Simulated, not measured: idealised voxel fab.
A process module follows: voxel tone inversion.
Square cell edge 5 nm, section width 235 nm, ID cut.
Format of a cross-section: grid, square cells. Given as bands. Order: top down. Band: one or more rows of cells. Heads up on the band format: heights come first, top then bottom, in nm. After that it's the materials left to right, each with its width in nm. A single material flagged "full width" fills the whole band edge to edge, and "air" means there's empty space there. Height 0 is the level under which the wafer as received is all one material. The lowest band goes on downwards, as in "0 -> down". The width entry "30 to 40" should be interpreted row by row: the top row of cells in the band takes the first number, the bottom row takes the second number, and the change between adjacent rows is uniform throughout. Where a step carries "nothing changed", the cross-section came out of it unchanged, cell for cell. Closed-off voids of 8+ cells (no open route to the top) go in "Trapped cavities", written width x height at distance from the left edge, in nm. Where a step's line continues beyond its settings, the continuation is a remark by the simulator itself on that step. overlay nm: right-of-plan distance of the mask on a masked step; negative values mean left-of-plan.
**Process steps - plan**
- 1: RECEIVE [material Si]
- 2: CONFORMAL_DEP [material SiCN] [thk nm 5]
- 3: DIRECTIONAL_DEP [material aC] [thk nm 25]
- 4: PATTERN [tone cover] [mask id POSTS] [material resist] [width nm 20] [pitch nm 45] [thk nm 35] [overlay nm 0]
- 5: DIRECTIONAL_ETCH [etch materials aC] [depth nm 25]
- 6: STRIP [etch materials resist]
- 7: FILL_DEP [material lowk] [thk nm 10]
- 8: CMP [height nm 30]
- 9: STRIP [etch materials aC]
- 10: CONFORMAL_DEP [material TiN] [thk nm 5]
- 11: FILL_DEP [material Ru] [thk nm 10]
- 12: CMP [height nm 30]
- 13: CONFORMAL_DEP [material SiCN] [thk nm 5]
**As received (post step 1): cross-section**
	0 -> down: Si full width
	Trapped cavities: none
**Below is the wafer in cross-section after the module was completed. It began from the starting point shown above and followed the plan shown above, except that one mistake was made while running it**
	35 -> 25: SiCN full width
	25 -> 0: aC full width
	0 -> down: Si full width
	Trapped cavities: none
Against the plan, the run slipped here: swap of plan steps 2 and 3 during execution
